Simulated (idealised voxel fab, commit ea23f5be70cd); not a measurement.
The process module that follows is named voxel capacitor over wiring.
Displayed cross-section: cut, width of 245 nm, square cells sized 5 nm.
Square cells in a grid make up a cross-section in this document, and the grid is given as bands, listed from the top down, each one or more rows of cells. Band: top height; bottom height; in nm. Then, left to right: material with width in nm, for each material. "full width": a single material spanning edge to edge. "blank": empty space. We count height from 0. Below that, the starting wafer is all one material. The lowest band never ends at the bottom but goes on down; see "0 down" for how that is written. Per-row width for "30 to 40": begins at first number (top row of band), ends at second number (bottom row), increment between rows held constant. Any step labelled "remained unchanged" changed none of the cells in the cross-section. Any empty space of 8 cells or more lacking an open way to the top shows up in "Enclosed cavities" as width x height at distance, distance from the left edge, in nm. The remark found on a step's line after its settings is issued by the simulator itself and pertains to that step. For masked steps, "overlay nm" on the step line gives how far right of plan the mask actually lay; a minus sign means it lay to the left.
-- plan
1 RECEIVE: material Si
2 CONFORMAL_DEP: material SiO2, thk nm 15
3 DIRECTIONAL_DEP: material TiN, thk nm 5
4 DIRECTIONAL_DEP: material Ru, thk nm 15
5 DIRECTIONAL_DEP: material aC, thk nm 10
6 PATTERN: tone cover, mask id METAL_1, material resist, width nm 25, pitch nm 85, thk nm 30, overlay nm 0
7 DIRECTIONAL_ETCH: etch materials aC, depth nm 10
8 STRIP: etch materials resist
9 DIRECTIONAL_ETCH: etch materials Ru, depth nm 15
10 DIRECTIONAL_ETCH: etch materials TiN, depth nm 5
11 STRIP: etch materials aC
12 FILL_DEP: material SiO2, thk nm 5
13 CMP: height nm 35
14 CONFORMAL_DEP: material SiCN, thk nm 5
15 DIRECTIONAL_DEP: material SiO2, thk nm 20
16 PATTERN: tone open, mask id PLUG_1, material resist, width nm 15, thk nm 20, overlay nm 0
17 DIRECTIONAL_ETCH: etch materials SiO2, depth nm 20
18 DIRECTIONAL_ETCH: etch materials SiCN, depth nm 5
19 STRIP: etch materials resist
20 CONFORMAL_DEP: material TiN, thk nm 5
21 FILL_DEP: material Ru, thk nm 5
22 CMP: height nm 60
23 DIRECTIONAL_DEP: material TiN, thk nm 5
24 DIRECTIONAL_DEP: material SiN, thk nm 5
25 DIRECTIONAL_DEP: material TiN, thk nm 5
26 PATTERN: tone cover, mask id UPPER_PLATE, material resist, width nm 65, thk nm 15, overlay nm 0
27 DIRECTIONAL_ETCH: etch materials TiN, depth nm 5
28 DIRECTIONAL_ETCH: etch materials SiN, depth nm 5
29 STRIP: etch materials resist
30 MASKED_ETCH: tone cover, mask id LOWER_PLATE, width nm 75, etch materials TiN, depth nm 5, overlay nm 0
31 FILL_DEP: material SiO2, thk nm 20
32 CMP: height nm 90
33 MASKED_ETCH: tone open, mask id PLUG_2, width nm 15, etch materials SiO2, depth nm 15, overlay nm 0
34 CONFORMAL_DEP: material TiN, thk nm 5
35 FILL_DEP: material Cu, thk nm 5
36 CMP: height nm 90
37 CONFORMAL_DEP: material SiN, thk nm 5
-- On the first of the two wafers: run conducted according to plan
-- Cross-section of the wafer upon arrival, representing the state reached after step 1
- 0 down  Si full width
- Enclosed cavities: none
-- Cross-section: wafer state after step 2
- 15 to 0  SiO2 full width
- Note: structure below 0 unchanged.
-- Cross-section: wafer state after step 3
- 20 to 15  TiN full width
- Note: structure below 15 unchanged.
-- Cross-section: wafer state after step 4
- 35 to 20  Ru full width
- Note: structure below 20 unchanged.
-- Cross-section: wafer state after step 5
- 45 to 35  aC full width
- Note: structure below 35 unchanged.
-- Cross-section: wafer state after step 6
- 75 to 45  blank 65 nm | resist 25 nm | blank 60 nm | resist 25 nm | blank 70 nm
- Note: structure below 45 unchanged.
-- Cross-section: wafer state after step 7
- 65 to 45  blank 65 nm | resist 25 nm | blank 60 nm | resist 25 nm | blank 70 nm
- 45 to 35  blank 65 nm | aC 25 nm | blank 60 nm | aC 25 nm | blank 70 nm
- Note: structure below 35 unchanged.
-- Cross-section: wafer state after step 8
- 45 to 35  blank 65 nm | aC 25 nm | blank 60 nm | aC 25 nm | blank 70 nm
- Note: structure below 35 unchanged.
-- Cross-section: wafer state after step 9
- 45 to 35  blank 65 nm | aC 25 nm | blank 60 nm | aC 25 nm | blank 70 nm
- 35 to 20  blank 65 nm | Ru 25 nm | blank 60 nm | Ru 25 nm | blank 70 nm
- Note: structure below 20 unchanged.
-- Cross-section: wafer state after step 10
- 45 to 35  blank 65 nm | aC 25 nm | blank 60 nm | aC 25 nm | blank 70 nm
- 35 to 20  blank 65 nm | Ru 25 nm | blank 60 nm | Ru 25 nm | blank 70 nm
- 20 to 15  blank 65 nm | TiN 25 nm | blank 60 nm | TiN 25 nm | blank 70 nm
- Note: structure below 15 unchanged.
-- Cross-section: wafer state after step 11
- 35 to 20  blank 65 nm | Ru 25 nm | blank 60 nm | Ru 25 nm | blank 70 nm
- Note: structure below 20 unchanged.
-- Cross-section: wafer state after step 12
- 40 to 35  SiO2 full width
- 35 to 20  SiO2 65 nm | Ru 25 nm | SiO2 60 nm | Ru 25 nm | SiO2 70 nm
- 20 to 15  SiO2 65 nm | TiN 25 nm | SiO2 60 nm | TiN 25 nm | SiO2 70 nm
- Note: structure below 15 unchanged.
-- Cross-section: wafer state after step 13
- 35 to 20  SiO2 65 nm | Ru 25 nm | SiO2 60 nm | Ru 25 nm | SiO2 70 nm
- Note: structure below 20 unchanged.
-- Cross-section: wafer state after step 14
- 40 to 35  SiCN full width
- Note: structure below 35 unchanged.
-- Cross-section: wafer state after step 15
- 60 to 40  SiO2 full width
- Note: structure below 40 unchanged.
-- Cross-section: wafer state after step 16
- 80 to 60  resist 75 nm | blank 15 nm | resist 155 nm
- Note: structure below 60 unchanged.
-- Cross-section: wafer state after step 17
- 80 to 60  resist 75 nm | blank 15 nm | resist 155 nm
- 60 to 40  SiO2 75 nm | blank 15 nm | SiO2 155 nm
- Note: structure below 40 unchanged.
-- Cross-section: wafer state after step 18
- 80 to 60  resist 75 nm | blank 15 nm | resist 155 nm
- 60 to 40  SiO2 75 nm | blank 15 nm | SiO2 155 nm
- 40 to 35  SiCN 75 nm | blank 15 nm | SiCN 155 nm
- Note: structure below 35 unchanged.
-- Cross-section: wafer state after step 19
- 60 to 40  SiO2 75 nm | blank 15 nm | SiO2 155 nm
- Note: structure below 40 unchanged.
-- Cross-section: wafer state after step 20
- 65 to 60  TiN 80 nm | blank 5 nm | TiN 160 nm
- 60 to 40  SiO2 75 nm | TiN 5 nm | blank 5 nm | TiN 5 nm | SiO2 155 nm
- 40 to 35  SiCN 75 nm | TiN 15 nm | SiCN 155 nm
- Note: structure below 35 unchanged.
-- Cross-section: wafer state after step 21
- 70 to 65  Ru full width
- 65 to 60  TiN 80 nm | Ru 5 nm | TiN 160 nm
- 60 to 40  SiO2 75 nm | TiN 5 nm | Ru 5 nm | TiN 5 nm | SiO2 155 nm
- Note: structure below 40 unchanged.
-- Cross-section: wafer state after step 22
- 60 to 40  SiO2 75 nm | TiN 5 nm | Ru 5 nm | TiN 5 nm | SiO2 155 nm
- Note: structure below 40 unchanged.
-- Cross-section: wafer state after step 23
- 65 to 60  TiN full width
- Note: structure below 60 unchanged.
-- Cross-section: wafer state after step 24
- 70 to 65  SiN full width
- Note: structure below 65 unchanged.
-- Cross-section: wafer state after step 25
- 75 to 70  TiN full width
- Note: structure below 70 unchanged.
-- Cross-section: wafer state after step 26
- 90 to 75  blank 75 nm | resist 65 nm | blank 105 nm
- Note: structure below 75 unchanged.
-- Cross-section: wafer state after step 27
- 90 to 75  blank 75 nm | resist 65 nm | blank 105 nm
- 75 to 70  blank 75 nm | TiN 65 nm | blank 105 nm
- Note: structure below 70 unchanged.
-- Cross-section: wafer state after step 28
- 90 to 75  blank 75 nm | resist 65 nm | blank 105 nm
- 75 to 70  blank 75 nm | TiN 65 nm | blank 105 nm
- 70 to 65  blank 75 nm | SiN 65 nm | blank 105 nm
- Note: structure below 65 unchanged.
-- Cross-section: wafer state after step 29
- 75 to 70  blank 75 nm | TiN 65 nm | blank 105 nm
- Note: structure below 70 unchanged.
-- Cross-section: wafer state after step 30
- 75 to 70  blank 75 nm | TiN 65 nm | blank 105 nm
- 70 to 65  blank 75 nm | SiN 65 nm | blank 105 nm
- 65 to 60  blank 70 nm | TiN 75 nm | blank 100 nm
- Note: structure below 60 unchanged.
-- Cross-section: wafer state after step 31
- 95 to 75  SiO2 full width
- 75 to 70  SiO2 75 nm | TiN 65 nm | SiO2 105 nm
- 70 to 65  SiO2 75 nm | SiN 65 nm | SiO2 105 nm
- 65 to 60  SiO2 70 nm | TiN 75 nm | SiO2 100 nm
- Note: structure below 60 unchanged.
-- Cross-section: wafer state after step 32
- 90 to 75  SiO2 full width
- Note: structure below 75 unchanged.
-- Cross-section: wafer state after step 33
- 90 to 75  SiO2 85 nm | blank 15 nm | SiO2 145 nm
- Note: structure below 75 unchanged.
-- Cross-section: wafer state after step 34
- 95 to 90  TiN 90 nm | blank 5 nm | TiN 150 nm
- 90 to 80  SiO2 85 nm | TiN 5 nm | blank 5 nm | TiN 5 nm | SiO2 145 nm
- 80 to 70  SiO2 85 to 75 nm | TiN 15 to 65 nm | SiO2 145 to 105 nm
- Note: structure below 70 unchanged.
-- Cross-section: wafer state after step 35
- 100 to 95  Cu full width
- 95 to 90  TiN 90 nm | Cu 5 nm | TiN 150 nm
- 90 to 80  SiO2 85 nm | TiN 5 nm | Cu 5 nm | TiN 5 nm | SiO2 145 nm
- Note: structure below 80 unchanged.
-- Cross-section: wafer state after step 36
- 90 to 80  SiO2 85 nm | TiN 5 nm | Cu 5 nm | TiN 5 nm | SiO2 145 nm
- Note: structure below 80 unchanged.
-- Cross-section: wafer state after step 37
- 95 to 90  SiN full width
- Note: structure below 90 unchanged.
-- Second Wafer (Identical Start and Plan, One Processing Error; Matches First Wafer Through Step 35)
-- Second wafer, cut view, end of step 36 per plan
- 95 to 90  TiN 90 nm | Cu 5 nm | TiN 150 nm
- Note: structure below 90 unchanged.
-- Second wafer, cut view, end of step 37 per plan
- 100 to 95  SiN full width
- Note: structure below 95 unchanged.
What broke from the plan during processing? step 36 was run on a setting that differed from the plan, and what really ran there is CMP: height nm 95
FYI, end of process, the second wafer has more or fewer cells of some materials than the first: 1 more of Cu; 48 more of TiN
